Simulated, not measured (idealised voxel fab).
This section sets out a process module, namely voxel gate over fins.
Cross-sectional view cut (width: 155 nm; square cell size: 5 nm).
This document writes a cross-section as a grid whose cells are square, and gives it as bands, listed from the top down; one or more rows of cells form a band. Top height, bottom height, nm. Materials left to right, width each, nm. Single material + "everywhere" = fills band edge to edge. "air" = empty. Height is counted from the level 0, under which the received wafer is composed throughout of one material. The lowest of the bands is not closed at the bottom but continues downward, in the notation "0 nm and below". When a width is written as two numbers, as in "30..40", the first number is the width in the top row of cells of the band and the second is the width in its bottom row, and the width changes by the same amount from each row to the next. Reading "no change occurred" for a step: not a cell of the cross-section changed in it. For the entry "Voids, fully enclosed", the listed items are empty spaces with no open way to the top whose size is 8 cells or more; each item follows the pattern width x height at distance, where distance is from the left edge and all three are in nm. Anything after a step's settings on that line? It's the simulator's own note about the step. overlay nm: right-of-plan distance of the mask on a masked step; negative values mean left-of-plan.

[List of planned process steps]
1: RECEIVE, material Si
2: CONFORMAL_DEP, material SiN, thk nm 10
3: PATTERN, tone cover, mask id FINS, material resist, width nm 15, pitch nm 55, thk nm 15, overlay nm 0
4: DIRECTIONAL_ETCH, etch materials SiN, depth nm 10
5: DIRECTIONAL_ETCH, etch materials Si, depth nm 30
6: STRIP, etch materials resist
7: FILL_DEP, material SiO2, thk nm 15
8: CMP, height nm 10
9: DIRECTIONAL_DEP, material aC, thk nm 15
10: PATTERN, tone open, mask id RAIL, material resist, width nm 15, thk nm 30, overlay nm 0
11: DIRECTIONAL_ETCH, etch materials aC, depth nm 15
12: STRIP, etch materials resist
13: DIRECTIONAL_ETCH, etch materials SiO2, depth nm 35
14: STRIP, etch materials aC
15: CONFORMAL_DEP, material TiN, thk nm 5
16: FILL_DEP, material Ru, thk nm 5
17: CMP, height nm 10
18: SELECTIVE_ETCH, etch materials W Ru TiN, depth nm 30
19: FILL_DEP, material SiO2, thk nm 5
20: CMP, height nm 10
21: SELECTIVE_ETCH, etch materials SiO2, depth nm 20
22: STRIP, etch materials SiN
23: CONFORMAL_DEP, material HfO2, thk nm 5
24: CONFORMAL_DEP, material TiN, thk nm 5
25: FILL_DEP, material W, thk nm 15
26: CMP, height nm 20
27: CONFORMAL_DEP, material SiN, thk nm 10

[On the first of the two wafers: run conducted according to plan]

[As received (post step 1): cross-section]
* 0 nm and below | Si everywhere
* Voids, fully enclosed: none

[Wafer section view after processing step 2]
* 10 nm to 0 nm | SiN everywhere
* Everything under 0 stays put, no change at all.

[Wafer section view after processing step 3]
* 25 nm to 10 nm | air: 15 | resist: 15 | air: 40 | resist: 15 | air: 40 | resist: 15 | air: 15
* Everything under 10 stays put, no change at all.

[Wafer section view after processing step 4]
* 25 nm to 10 nm | air: 15 | resist: 15 | air: 40 | resist: 15 | air: 40 | resist: 15 | air: 15
* 10 nm to 0 nm | air: 15 | SiN: 15 | air: 40 | SiN: 15 | air: 40 | SiN: 15 | air: 15
* Everything under 0 stays put, no change at all.

[Wafer section view after processing step 5]
* 25 nm to 10 nm | air: 15 | resist: 15 | air: 40 | resist: 15 | air: 40 | resist: 15 | air: 15
* 10 nm to 0 nm | air: 15 | SiN: 15 | air: 40 | SiN: 15 | air: 40 | SiN: 15 | air: 15
* 0 nm to -30 nm | air: 15 | Si: 15 | air: 40 | Si: 15 | air: 40 | Si: 15 | air: 15
* Everything under -30 stays put, no change at all.

[Wafer section view after processing step 6]
* 10 nm to 0 nm | air: 15 | SiN: 15 | air: 40 | SiN: 15 | air: 40 | SiN: 15 | air: 15
* Everything under 0 stays put, no change at all.

[Wafer section view after processing step 7]
* 25 nm to 10 nm | SiO2 everywhere
* 10 nm to 0 nm | SiO2: 15 | SiN: 15 | SiO2: 40 | SiN: 15 | SiO2: 40 | SiN: 15 | SiO2: 15
* 0 nm to -30 nm | SiO2: 15 | Si: 15 | SiO2: 40 | Si: 15 | SiO2: 40 | Si: 15 | SiO2: 15
* Everything under -30 stays put, no change at all.

[Wafer section view after processing step 8]
* 10 nm to 0 nm | SiO2: 15 | SiN: 15 | SiO2: 40 | SiN: 15 | SiO2: 40 | SiN: 15 | SiO2: 15
* Everything under 0 stays put, no change at all.

[Wafer section view after processing step 9]
* 25 nm to 10 nm | aC everywhere
* Everything under 10 stays put, no change at all.

[Wafer section view after processing step 10]
* 55 nm to 25 nm | resist: 40 | air: 15 | resist: 100
* Everything under 25 stays put, no change at all.

[Wafer section view after processing step 11]
* 40 nm to 25 nm | resist: 40 | air: 15 | resist: 100
* 25 nm to 10 nm | aC: 40 | air: 15 | aC: 100
* Everything under 10 stays put, no change at all.

[Wafer section view after processing step 12]
* 25 nm to 10 nm | aC: 40 | air: 15 | aC: 100
* Everything under 10 stays put, no change at all.

[Wafer section view after processing step 13]
* 25 nm to 10 nm | aC: 40 | air: 15 | aC: 100
* 10 nm to 0 nm | SiO2: 15 | SiN: 15 | SiO2: 10 | air: 15 | SiO2: 15 | SiN: 15 | SiO2: 40 | SiN: 15 | SiO2: 15
* 0 nm to -25 nm | SiO2: 15 | Si: 15 | SiO2: 10 | air: 15 | SiO2: 15 | Si: 15 | SiO2: 40 | Si: 15 | SiO2: 15
* Everything under -25 stays put, no change at all.

[Wafer section view after processing step 14]
* 10 nm to 0 nm | SiO2: 15 | SiN: 15 | SiO2: 10 | air: 15 | SiO2: 15 | SiN: 15 | SiO2: 40 | SiN: 15 | SiO2: 15
* Everything under 0 stays put, no change at all.

[Wafer section view after processing step 15]
* 15 nm to 10 nm | TiN: 45 | air: 5 | TiN: 105
* 10 nm to 0 nm | SiO2: 15 | SiN: 15 | SiO2: 10 | TiN: 5 | air: 5 | TiN: 5 | SiO2: 15 | SiN: 15 | SiO2: 40 | SiN: 15 | SiO2: 15
* 0 nm to -20 nm | SiO2: 15 | Si: 15 | SiO2: 10 | TiN: 5 | air: 5 | TiN: 5 | SiO2: 15 | Si: 15 | SiO2: 40 | Si: 15 | SiO2: 15
* -20 nm to -25 nm | SiO2: 15 | Si: 15 | SiO2: 10 | TiN: 15 | SiO2: 15 | Si: 15 | SiO2: 40 | Si: 15 | SiO2: 15
* Everything under -25 stays put, no change at all.

[Wafer section view after processing step 16]
* 20 nm to 15 nm | Ru everywhere
* 15 nm to 10 nm | TiN: 45 | Ru: 5 | TiN: 105
* 10 nm to 0 nm | SiO2: 15 | SiN: 15 | SiO2: 10 | TiN: 5 | Ru: 5 | TiN: 5 | SiO2: 15 | SiN: 15 | SiO2: 40 | SiN: 15 | SiO2: 15
* 0 nm to -20 nm | SiO2: 15 | Si: 15 | SiO2: 10 | TiN: 5 | Ru: 5 | TiN: 5 | SiO2: 15 | Si: 15 | SiO2: 40 | Si: 15 | SiO2: 15
* Everything under -20 stays put, no change at all.

[Wafer section view after processing step 17]
* 10 nm to 0 nm | SiO2: 15 | SiN: 15 | SiO2: 10 | TiN: 5 | Ru: 5 | TiN: 5 | SiO2: 15 | SiN: 15 | SiO2: 40 | SiN: 15 | SiO2: 15
* Everything under 0 stays put, no change at all.

[Wafer section view after processing step 18]
* 10 nm to 0 nm | SiO2: 15 | SiN: 15 | SiO2: 10 | air: 15 | SiO2: 15 | SiN: 15 | SiO2: 40 | SiN: 15 | SiO2: 15
* 0 nm to -20 nm | SiO2: 15 | Si: 15 | SiO2: 10 | air: 15 | SiO2: 15 | Si: 15 | SiO2: 40 | Si: 15 | SiO2: 15
* Everything under -20 stays put, no change at all.

[Wafer section view after processing step 19]
* 15 nm to 10 nm | SiO2 everywhere
* 10 nm to 0 nm | SiO2: 15 | SiN: 15 | SiO2: 40 | SiN: 15 | SiO2: 40 | SiN: 15 | SiO2: 15
* 0 nm to -20 nm | SiO2: 15 | Si: 15 | SiO2: 40 | Si: 15 | SiO2: 40 | Si: 15 | SiO2: 15
* Everything under -20 stays put, no change at all.

[Wafer section view after processing step 20]
* 10 nm to 0 nm | SiO2: 15 | SiN: 15 | SiO2: 40 | SiN: 15 | SiO2: 40 | SiN: 15 | SiO2: 15
* Everything under 0 stays put, no change at all.

[Wafer section view after processing step 21]
* 10 nm to 0 nm | air: 15 | SiN: 15 | air: 40 | SiN: 15 | air: 40 | SiN: 15 | air: 15
* 0 nm to -10 nm | air: 15 | Si: 15 | air: 40 | Si: 15 | air: 40 | Si: 15 | air: 15
* Everything under -10 stays put, no change at all.

[Wafer section view after processing step 22]
* 0 nm to -10 nm | air: 15 | Si: 15 | air: 40 | Si: 15 | air: 40 | Si: 15 | air: 15
* Everything under -10 stays put, no change at all.

[Wafer section view after processing step 23]
* 5 nm to 0 nm | air: 10 | HfO2: 25 | air: 30 | HfO2: 25 | air: 30 | HfO2: 25 | air: 10
* 0 nm to -5 nm | air: 10 | HfO2: 5 | Si: 15 | HfO2: 5 | air: 30 | HfO2: 5 | Si: 15 | HfO2: 5 | air: 30 | HfO2: 5 | Si: 15 | HfO2: 5 | air: 10
* -5 nm to -10 nm | HfO2: 15 | Si: 15 | HfO2: 40 | Si: 15 | HfO2: 40 | Si: 15 | HfO2: 15
* Everything under -10 stays put, no change at all.

[Wafer section view after processing step 24]
* 10 nm to 5 nm | air: 5 | TiN: 35 | air: 20 | TiN: 35 | air: 20 | TiN: 35 | air: 5
* 5 nm to 0 nm | air: 5 | TiN: 5 | HfO2: 25 | TiN: 5 | air: 20 | TiN: 5 | HfO2: 25 | TiN: 5 | air: 20 | TiN: 5 | HfO2: 25 | TiN: 5 | air: 5
* 0 nm to -5 nm | TiN: 10 | HfO2: 5 | Si: 15 | HfO2: 5 | TiN: 30 | HfO2: 5 | Si: 15 | HfO2: 5 | TiN: 30 | HfO2: 5 | Si: 15 | HfO2: 5 | TiN: 10
* Everything under -5 stays put, no change at all.

[Wafer section view after processing step 25]
* 25 nm to 10 nm | W everywhere
* 10 nm to 5 nm | W: 5 | TiN: 35 | W: 20 | TiN: 35 | W: 20 | TiN: 35 | W: 5
* 5 nm to 0 nm | W: 5 | TiN: 5 | HfO2: 25 | TiN: 5 | W: 20 | TiN: 5 | HfO2: 25 | TiN: 5 | W: 20 | TiN: 5 | HfO2: 25 | TiN: 5 | W: 5
* Everything under 0 stays put, no change at all.

[Wafer section view after processing step 26]
* 20 nm to 10 nm | W everywhere
* Everything under 10 stays put, no change at all.

[Wafer section view after processing step 27]
* 30 nm to 20 nm | SiN everywhere
* Everything under 20 stays put, no change at all.

[Wafer two of two - same starting point, same process plan, one mistake in execution; matches wafer one up to and including step 15]

[What the second wafer looks like in cross-section when step 16 should have wrapped up]
* 20 nm to 15 nm | HfO2 everywhere
* 15 nm to 10 nm | TiN: 45 | HfO2: 5 | TiN: 105
* 10 nm to 0 nm | SiO2: 15 | SiN: 15 | SiO2: 10 | TiN: 5 | HfO2: 5 | TiN: 5 | SiO2: 15 | SiN: 15 | SiO2: 40 | SiN: 15 | SiO2: 15
* 0 nm to -20 nm | SiO2: 15 | Si: 15 | SiO2: 10 | TiN: 5 | HfO2: 5 | TiN: 5 | SiO2: 15 | Si: 15 | SiO2: 40 | Si: 15 | SiO2: 15
* Everything under -20 stays put, no change at all.

[What the second wafer looks like in cross-section when step 17 should have wrapped up]
* 10 nm to 0 nm | SiO2: 15 | SiN: 15 | SiO2: 10 | TiN: 5 | HfO2: 5 | TiN: 5 | SiO2: 15 | SiN: 15 | SiO2: 40 | SiN: 15 | SiO2: 15
* Everything under 0 stays put, no change at all.

[What the second wafer looks like in cross-section when step 18 should have wrapped up]
* 10 nm to 0 nm | SiO2: 15 | SiN: 15 | SiO2: 10 | air: 5 | HfO2: 5 | air: 5 | SiO2: 15 | SiN: 15 | SiO2: 40 | SiN: 15 | SiO2: 15
* 0 nm to -20 nm | SiO2: 15 | Si: 15 | SiO2: 10 | air: 5 | HfO2: 5 | air: 5 | SiO2: 15 | Si: 15 | SiO2: 40 | Si: 15 | SiO2: 15
* Everything under -20 stays put, no change at all.

[What the second wafer looks like in cross-section when step 19 should have wrapped up]
* 15 nm to 10 nm | SiO2 everywhere
* 10 nm to 0 nm | SiO2: 15 | SiN: 15 | SiO2: 15 | HfO2: 5 | SiO2: 20 | SiN: 15 | SiO2: 40 | SiN: 15 | SiO2: 15
* 0 nm to -20 nm | SiO2: 15 | Si: 15 | SiO2: 15 | HfO2: 5 | SiO2: 20 | Si: 15 | SiO2: 40 | Si: 15 | SiO2: 15
* Everything under -20 stays put, no change at all.

[What the second wafer looks like in cross-section when step 20 should have wrapped up]
* 10 nm to 0 nm | SiO2: 15 | SiN: 15 | SiO2: 15 | HfO2: 5 | SiO2: 20 | SiN: 15 | SiO2: 40 | SiN: 15 | SiO2: 15
* Everything under 0 stays put, no change at all.

[What the second wafer looks like in cross-section when step 21 should have wrapped up]
* 10 nm to 0 nm | air: 15 | SiN: 15 | air: 15 | HfO2: 5 | air: 20 | SiN: 15 | air: 40 | SiN: 15 | air: 15
* 0 nm to -10 nm | air: 15 | Si: 15 | air: 15 | HfO2: 5 | air: 20 | Si: 15 | air: 40 | Si: 15 | air: 15
* Everything under -10 stays put, no change at all.

[What the second wafer looks like in cross-section when step 22 should have wrapped up]
* 10 nm to 0 nm | air: 45 | HfO2: 5 | air: 105
* Everything under 0 stays put, no change at all.

[What the second wafer looks like in cross-section when step 23 should have wrapped up]
* 15 nm to 5 nm | air: 40 | HfO2: 15 | air: 100
* 5 nm to 0 nm | air: 10 | HfO2: 25 | air: 5 | HfO2: 15 | air: 10 | HfO2: 25 | air: 30 | HfO2: 25 | air: 10
* 0 nm to -5 nm | air: 10 | HfO2: 5 | Si: 15 | HfO2: 5 | air: 5 | HfO2: 15 | air: 10 | HfO2: 5 | Si: 15 | HfO2: 5 | air: 30 | HfO2: 5 | Si: 15 | HfO2: 5 | air: 10
* -5 nm to -10 nm | HfO2: 15 | Si: 15 | HfO2: 40 | Si: 15 | HfO2: 40 | Si: 15 | HfO2: 15
* Everything under -10 stays put, no change at all.

[What the second wafer looks like in cross-section when step 24 should have wrapped up]
* 20 nm to 15 nm | air: 35 | TiN: 25 | air: 95
* 15 nm to 10 nm | air: 35 | TiN: 5 | HfO2: 15 | TiN: 5 | air: 95
* 10 nm to 5 nm | air: 5 | TiN: 35 | HfO2: 15 | TiN: 40 | air: 20 | TiN: 35 | air: 5
* 5 nm to 0 nm | air: 5 | TiN: 5 | HfO2: 25 | TiN: 5 | HfO2: 15 | TiN: 10 | HfO2: 25 | TiN: 5 | air: 20 | TiN: 5 | HfO2: 25 | TiN: 5 | air: 5
* 0 nm to -5 nm | TiN: 10 | HfO2: 5 | Si: 15 | HfO2: 5 | TiN: 5 | HfO2: 15 | TiN: 10 | HfO2: 5 | Si: 15 | HfO2: 5 | TiN: 30 | HfO2: 5 | Si: 15 | HfO2: 5 | TiN: 10
* Everything under -5 stays put, no change at all.

[What the second wafer looks like in cross-section when step 25 should have wrapped up]
* 35 nm to 20 nm | W everywhere
* 20 nm to 15 nm | W: 35 | TiN: 25 | W: 95
* 15 nm to 10 nm | W: 35 | TiN: 5 | HfO2: 15 | TiN: 5 | W: 95
* 10 nm to 5 nm | W: 5 | TiN: 35 | HfO2: 15 | TiN: 40 | W: 20 | TiN: 35 | W: 5
* 5 nm to 0 nm | W: 5 | TiN: 5 | HfO2: 25 | TiN: 5 | HfO2: 15 | TiN: 10 | HfO2: 25 | TiN: 5 | W: 20 | TiN: 5 | HfO2: 25 | TiN: 5 | W: 5
* Everything under 0 stays put, no change at all.

[What the second wafer looks like in cross-section when step 26 should have wrapped up]
* 20 nm to 15 nm | W: 35 | TiN: 25 | W: 95
* Everything under 15 stays put, no change at all.

[What the second wafer looks like in cross-section when step 27 should have wrapped up]
* 30 nm to 20 nm | SiN everywhere
* Everything under 20 stays put, no change at all.
Where did the run depart from the plan? for step 16, the planned setting was not used; the step was instead run as FILL_DEP, material HfO2, thk nm 5
Wrapping up, a cell-based count of both wafers puts the second over or under the first for these materials: 14 more of HfO2, 2 fewer of SiO2, 6 more of TiN, 18 fewer of W
